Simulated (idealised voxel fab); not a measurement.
voxel lift off: a process module
Each square cell in cross-section cut measures 5 nm, and the section as a whole is 215 nm wide.
A cross-section is written here as square cells arranged in a grid, and it is given in bands from the top down, each band taking up one or more rows of cells.
Each band's line starts with the height of the band's top and of its bottom, in nm. Then come its materials from left to right, each with its width in nm. One material with "all across" fills the band from edge to edge. "empty" is empty space.
Convention: height 0 is the level below which the wafer, as received, is all one material. The lowest band does not terminate at the bottom but continues downward, represented as "0 -> down".
Think of "30->40" as a width that walks from the first number to the second as you go down the band, top row to bottom row, taking equal-sized steps from row to row.
A step reported as "no modification" is a step in which no cell of the cross-section changed.
Closed empty spaces (no open way to the top) of 8 cells or more are what "Non-vented voids" lists, each as width x height at distance from the left edge, nm for all three.
Step line, after settings: the simulator's comment on this step.
"overlay nm" on a masked step: distance the mask lay right of its planned place, negative for left.
Planned step list for the process
| 1 | RECEIVE, material Si |
| 2 | CONFORMAL_DEP, material SiO2, thk nm 5 |
| 3 | PATTERN, tone open, mask id LINES, material resist, width nm 30, pitch nm 45, thk nm 25, overlay nm 0 |
| 4 | DIRECTIONAL_DEP, material Ru, thk nm 10 |
| 5 | STRIP, etch materials resist |
| 6 | CONFORMAL_DEP, material SiCN, thk nm 10 |
Cross-section, incoming material, after step 1
0 -> down  Si all across
Non-vented voids: none
The plan above was carried out on the starting structure above with one mistake, and this cross-section shows the wafer at the end of the module
15 -> 5  SiCN all across
5 -> 0  SiO2 all across
0 -> down  Si all across
Non-vented voids: none
Want to know what went wrong? skipped: plan step 4 (never run)
